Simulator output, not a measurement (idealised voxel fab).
process module | voxel gate over fins
cross-section cut | 185 nm wide | cells 5 nm
A cross-section is a grid of square cells, given in bands from the top down. A band is one or more rows of cells.
Each band's line starts with the height of the band's top and of its bottom, in nm. Then come its materials from left to right, each with its width in nm. One material with "throughout" fills the band from edge to edge. "air" is empty space.
Height 0 is the level under which the wafer as received is all one material. The lowest band goes on downwards, as in "0 down".
A width such as "30 to 40" changes by the same amount from each row of cells to the next, from the band's top row to its bottom row.
"no change" after a step means that no cell of the cross-section changed.
closed voids: empty space of 8 cells or more with no open way to the top, each as width x height at its distance from the left edge, in nm
after a step's settings: what the simulator itself notes on the step
overlay nm, on a step with a mask: how far to the right of its planned place the mask lay; to the left if negative
plan
1 op RECEIVE | material Si
2 op CONFORMAL_DEP | material SiN | thk nm 5
3 op DIRECTIONAL_DEP | material aC | thk nm 10
4 op PATTERN | tone cover | mask id FINS | material resist | width nm 15 | pitch nm 60 | thk nm 25 | overlay nm -15
5 op DIRECTIONAL_ETCH | etch materials aC | depth nm 10
6 op STRIP | etch materials resist
7 op DIRECTIONAL_ETCH | etch materials SiN | depth nm 5
8 op DIRECTIONAL_ETCH | etch materials Si | depth nm 40
9 op STRIP | etch materials aC
10 op FILL_DEP | material SiO2 | thk nm 10
11 op CMP | height nm 5
12 op PATTERN | tone open | mask id RAIL | material resist | width nm 15 | thk nm 20 | overlay nm 0
13 op DIRECTIONAL_ETCH | etch materials SiO2 | depth nm 40
14 op STRIP | etch materials resist
15 op CONFORMAL_DEP | material TiN | thk nm 5
16 op FILL_DEP | material Ru | thk nm 5
17 op CMP | height nm 5
18 op SELECTIVE_ETCH | etch materials W Ru TiN | depth nm 30
19 op FILL_DEP | material SiO2 | thk nm 5
20 op CMP | height nm 5
21 op SELECTIVE_ETCH | etch materials SiO2 | depth nm 20
22 op STRIP | etch materials SiN
23 op CONFORMAL_DEP | material HfO2 | thk nm 5
24 op CONFORMAL_DEP | material TiN | thk nm 5
25 op FILL_DEP | material W | thk nm 15
26 op CMP | height nm 20
27 op CONFORMAL_DEP | material SiN | thk nm 10
varied across the wafers: overlay nm of step 4. The plan shows the first wafer's value. All wafers start alike
first wafer as received, after step 1
  0 down: Si throughout
  closed voids: none
each wafer at the end: cells of each material gained (+) or lost (-) since it was received, then its closed voids
overlay nm -15 | +49 HfO2 | +1 Ru | -248 Si | +74 SiN | +149 SiO2 | +54 TiN | +143 W | closed voids: none
overlay nm -10 | +49 HfO2 | +1 Ru | -248 Si | +74 SiN | +149 SiO2 | +54 TiN | +143 W | closed voids: none
overlay nm -5 | +49 HfO2 | +1 Ru | -248 Si | +74 SiN | +149 SiO2 | +54 TiN | +143 W | closed voids: none
overlay nm 0 | +49 HfO2 | +1 Ru | -248 Si | +74 SiN | +149 SiO2 | +54 TiN | +143 W | closed voids: none
overlay nm 5 | +49 HfO2 | +1 Ru | -248 Si | +74 SiN | +149 SiO2 | +54 TiN | +143 W | closed voids: none
overlay nm 10 | +49 HfO2 | +1 Ru | -248 Si | +74 SiN | +149 SiO2 | +54 TiN | +143 W | closed voids: none
overlay nm 15 | +49 HfO2 | +1 Ru | -248 Si | +74 SiN | +149 SiO2 | +54 TiN | +143 W | closed voids: none
